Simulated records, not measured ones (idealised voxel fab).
Process module heading - voxel double patterning
FYI the section here is cut, 295 nm wide, cells are 5 nm squares.
Notation: cross-section as square-cell grid; stated in bands, top first, going down; one or more cell rows per band.
Top, bottom (nm), then materials left to right with widths (nm); lone material tagged "edge to edge" fills the whole band edge to edge; "air" = empty space.
Height 0 is the level under which the wafer as received is all one material. The lowest band goes on downwards, as in "0 -> down".
Per-row width for "30..40": begins at first number (top row of band), ends at second number (bottom row), increment between rows held constant.
Basically "same as before" means that step didn't change any cell in the cross-section.
Empty spaces without an open route to the top, at least 8 cells in extent, make up the entry "Closed internal cavities"; each is given as width x height at distance, where the distance is measured from the left edge, and all are in nm.
Whatever follows a step's settings on its line is a remark the simulator itself makes about that step.
What "overlay nm" on a step's line means: if the step has a mask, that mask lay this far to the right of its planned place, or, when the value is negative, to the left.
Steps in the process plan
| 1 | RECEIVE | material Si |
| 2 | CONFORMAL_DEP | material SiN | thk nm 10 |
| 3 | DIRECTIONAL_DEP | material SiO2 | thk nm 10 |
| 4 | DIRECTIONAL_DEP | material SiCN | thk nm 10 |
| 5 | PATTERN | tone open | mask id FIRST | material resist | width nm 15 | pitch nm 50 | thk nm 15 | overlay nm 0 |
| 6 | DIRECTIONAL_ETCH | etch materials SiCN | depth nm 10 |
| 7 | STRIP | etch materials resist |
| 8 | DIRECTIONAL_DEP | material aC | thk nm 15 |
| 9 | PATTERN | tone open | mask id SECOND | material resist | width nm 15 | thk nm 35 | overlay nm 0 |
| 10 | DIRECTIONAL_ETCH | etch materials aC | depth nm 15 |
| 11 | STRIP | etch materials resist |
| 12 | DIRECTIONAL_ETCH | etch materials SiCN | depth nm 10 |
| 13 | STRIP | etch materials aC |
| 14 | DIRECTIONAL_ETCH | etch materials SiO2 | depth nm 20 |
| 15 | STRIP | etch materials SiCN |
Every wafer here starts from the same state; it is the step 3 thk nm that distinguishes them, and the value the plan gives belongs to the first wafer.
Cross-section of the first incoming wafer of several, state after step 1
    0 -> down  Si edge to edge
    Closed internal cavities: none
Cross-section after step 15, the final step of the module, for the first of several wafers
    20 -> 10  SiO2: 115, air: 15, SiO2: 10, air: 15, SiO2: 10, air: 15, SiO2: 115
    10 -> 0  SiN edge to edge
    0 -> down  Si edge to edge
    Closed internal cavities: none
Showing the last wafer in cross-section at the end of the module
    45 -> 25  SiO2: 115, air: 15, SiO2: 10, air: 15, SiO2: 10, air: 15, SiO2: 115
    25 -> 10  SiO2 edge to edge
    10 -> 0  SiN edge to edge
    0 -> down  Si edge to edge
    Closed internal cavities: none
What follows is a table in which each wafer occupies a row; for the wafer as it stands at the close of the module, the row states, material by material, how many cells have been gained (+) or lost (-) since receipt, and then gives its closed voids
thk nm 10; +118 SiN; +100 SiO2; Closed internal cavities: none
thk nm 15; +118 SiN; +150 SiO2; Closed internal cavities: none
thk nm 20; +118 SiN; +200 SiO2; Closed internal cavities: none
thk nm 25; +118 SiN; +259 SiO2; Closed internal cavities: none
thk nm 30; +118 SiN; +318 SiO2; Closed internal cavities: none
thk nm 35; +118 SiN; +377 SiO2; Closed internal cavities: none
